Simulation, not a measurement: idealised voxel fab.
Process module under the name voxel ribs on slabs
Cross-sectional view cut (width: 270 nm; square cell size: 5 nm).
A cross-section is a grid of square cells, given in bands from the top down. A band is one or more rows of cells. Band: top height; bottom height; in nm. Then, left to right: material with width in nm, for each material. "all across": a single material spanning edge to edge. "blank": empty space. The reference from which all heights are counted is 0, the level beneath which the as-received wafer is entirely one material; the lowest band, having no lower bound, proceeds downward and is written after the example "top 0, no bottom". So if you see something like "30..40" for the width, read it as the top row of the band sitting at the first number and the bottom row at the second, with every row in between moving by the same amount as the last. "everything unchanged" after a step means that no cell of the cross-section changed. Entry "Enclosed internal cavities". Content: empty spaces with no open connection to the top, size 8 cells or greater. Each: width x height at distance. Distance: from left edge. Unit: nm. Heads up: the bit after the settings on a step's line is the simulator's remark on that step. A step line may carry the setting "overlay nm", which, for steps involving a mask, states the distance by which the mask lay to the right of its intended position; negative values denote displacement to the left.
**The process steps that were planned are listed below**
1: RECEIVE (material Si)
2: DIRECTIONAL_DEP (material SiO2; thk nm 25)
3: DIRECTIONAL_DEP (material polySi; thk nm 25)
4: DIRECTIONAL_DEP (material aC; thk nm 15)
5: PATTERN (tone cover; mask id RIB; material resist; width nm 15; thk nm 35; overlay nm 0)
6: DIRECTIONAL_ETCH (etch materials aC; depth nm 15)
7: STRIP (etch materials resist)
8: DIRECTIONAL_ETCH (etch materials polySi; depth nm 15)
9: STRIP (etch materials aC)
10: PATTERN (tone cover; mask id SLAB; material resist; width nm 75; thk nm 20; overlay nm 0)
11: DIRECTIONAL_ETCH (etch materials polySi; depth nm 10)
12: STRIP (etch materials resist)
13: FILL_DEP (material SiO2; thk nm 20)
14: CMP (height nm 60)
15: DIRECTIONAL_DEP (material W; thk nm 5)
16: DIRECTIONAL_DEP (material aC; thk nm 10)
17: PATTERN (tone cover; mask id HEATER; material resist; width nm 25; thk nm 30; overlay nm 0)
18: DIRECTIONAL_ETCH (etch materials aC; depth nm 10)
19: STRIP (etch materials resist)
20: DIRECTIONAL_ETCH (etch materials W; depth nm 5)
21: STRIP (etch materials aC)
22: CONFORMAL_DEP (material SiO2; thk nm 5)
**First of two wafers, processed according to plan**
**As received (post step 1): cross-section**
  top 0, no bottom  Si all across
  Enclosed internal cavities: none
**The following cross-section depicts the wafer upon completion of step 2**
  top 25, bottom 0  SiO2 all across
  Below a height of 0, the structure has not been altered.
**The following cross-section depicts the wafer upon completion of step 3**
  top 50, bottom 25  polySi all across
  Below a height of 25, the structure has not been altered.
**The following cross-section depicts the wafer upon completion of step 4**
  top 65, bottom 50  aC all across
  Below a height of 50, the structure has not been altered.
**The following cross-section depicts the wafer upon completion of step 5**
  top 100, bottom 65  125 blank / 15 resist / 130 blank
  Below a height of 65, the structure has not been altered.
**The following cross-section depicts the wafer upon completion of step 6**
  top 85, bottom 65  125 blank / 15 resist / 130 blank
  top 65, bottom 50  125 blank / 15 aC / 130 blank
  Below a height of 50, the structure has not been altered.
**The following cross-section depicts the wafer upon completion of step 7**
  top 65, bottom 50  125 blank / 15 aC / 130 blank
  Below a height of 50, the structure has not been altered.
**The following cross-section depicts the wafer upon completion of step 8**
  top 65, bottom 50  125 blank / 15 aC / 130 blank
  top 50, bottom 35  125 blank / 15 polySi / 130 blank
  Below a height of 35, the structure has not been altered.
**The following cross-section depicts the wafer upon completion of step 9**
  top 50, bottom 35  125 blank / 15 polySi / 130 blank
  Below a height of 35, the structure has not been altered.
**The following cross-section depicts the wafer upon completion of step 10**
  top 70, bottom 50  95 blank / 75 resist / 100 blank
  top 50, bottom 35  95 blank / 30 resist / 15 polySi / 30 resist / 100 blank
  Below a height of 35, the structure has not been altered.
**The following cross-section depicts the wafer upon completion of step 11**
  top 70, bottom 50  95 blank / 75 resist / 100 blank
  top 50, bottom 35  95 blank / 30 resist / 15 polySi / 30 resist / 100 blank
  top 35, bottom 25  95 blank / 75 polySi / 100 blank
  Below a height of 25, the structure has not been altered.
**The following cross-section depicts the wafer upon completion of step 12**
  top 50, bottom 35  125 blank / 15 polySi / 130 blank
  Below a height of 35, the structure has not been altered.
**The following cross-section depicts the wafer upon completion of step 13**
  top 70, bottom 50  SiO2 all across
  top 50, bottom 35  125 SiO2 / 15 polySi / 130 SiO2
  top 35, bottom 25  95 SiO2 / 75 polySi / 100 SiO2
  Below a height of 25, the structure has not been altered.
**The following cross-section depicts the wafer upon completion of step 14**
  top 60, bottom 50  SiO2 all across
  Below a height of 50, the structure has not been altered.
**The following cross-section depicts the wafer upon completion of step 15**
  top 65, bottom 60  W all across
  Below a height of 60, the structure has not been altered.
**The following cross-section depicts the wafer upon completion of step 16**
  top 75, bottom 65  aC all across
  Below a height of 65, the structure has not been altered.
**The following cross-section depicts the wafer upon completion of step 17**
  top 105, bottom 75  120 blank / 25 resist / 125 blank
  Below a height of 75, the structure has not been altered.
**The following cross-section depicts the wafer upon completion of step 18**
  top 95, bottom 75  120 blank / 25 resist / 125 blank
  top 75, bottom 65  120 blank / 25 aC / 125 blank
  Below a height of 65, the structure has not been altered.
**The following cross-section depicts the wafer upon completion of step 19**
  top 75, bottom 65  120 blank / 25 aC / 125 blank
  Below a height of 65, the structure has not been altered.
**The following cross-section depicts the wafer upon completion of step 20**
  top 75, bottom 65  120 blank / 25 aC / 125 blank
  top 65, bottom 60  120 blank / 25 W / 125 blank
  Below a height of 60, the structure has not been altered.
**The following cross-section depicts the wafer upon completion of step 21**
  top 65, bottom 60  120 blank / 25 W / 125 blank
  Below a height of 60, the structure has not been altered.
**The following cross-section depicts the wafer upon completion of step 22**
  top 70, bottom 65  115 blank / 35 SiO2 / 120 blank
  top 65, bottom 60  120 SiO2 / 25 W / 125 SiO2
  Below a height of 60, the structure has not been altered.
**Second wafer: same start and same plan as the first, one execution error; identical to the first through step 16**
**Cross-sectional representation of the second wafer at the time designated in the plan for the completion of step 17**
  top 105, bottom 75  115 blank / 35 resist / 120 blank
  Below a height of 75, the structure has not been altered.
**Cross-sectional representation of the second wafer at the time designated in the plan for the completion of step 18**
  top 95, bottom 75  115 blank / 35 resist / 120 blank
  top 75, bottom 65  115 blank / 35 aC / 120 blank
  Below a height of 65, the structure has not been altered.
**Cross-sectional representation of the second wafer at the time designated in the plan for the completion of step 19**
  top 75, bottom 65  115 blank / 35 aC / 120 blank
  Below a height of 65, the structure has not been altered.
**Cross-sectional representation of the second wafer at the time designated in the plan for the completion of step 20**
  top 75, bottom 65  115 blank / 35 aC / 120 blank
  top 65, bottom 60  115 blank / 35 W / 120 blank
  Below a height of 60, the structure has not been altered.
**Cross-sectional representation of the second wafer at the time designated in the plan for the completion of step 21**
  top 65, bottom 60  115 blank / 35 W / 120 blank
  Below a height of 60, the structure has not been altered.
**Cross-sectional representation of the second wafer at the time designated in the plan for the completion of step 22**
  top 70, bottom 65  110 blank / 45 SiO2 / 115 blank
  top 65, bottom 60  115 SiO2 / 35 W / 120 SiO2
  Below a height of 60, the structure has not been altered.
It is concluded that the wafer was processed incorrectly with respect to the plan, in that step 17 went in with a setting other than planned; the actual run was PATTERN (tone cover; mask id HEATER; material resist; width nm 35; thk nm 30; overlay nm 0)
Final difference in cells, second wafer against first, listed per material as more or fewer: 2 more of W
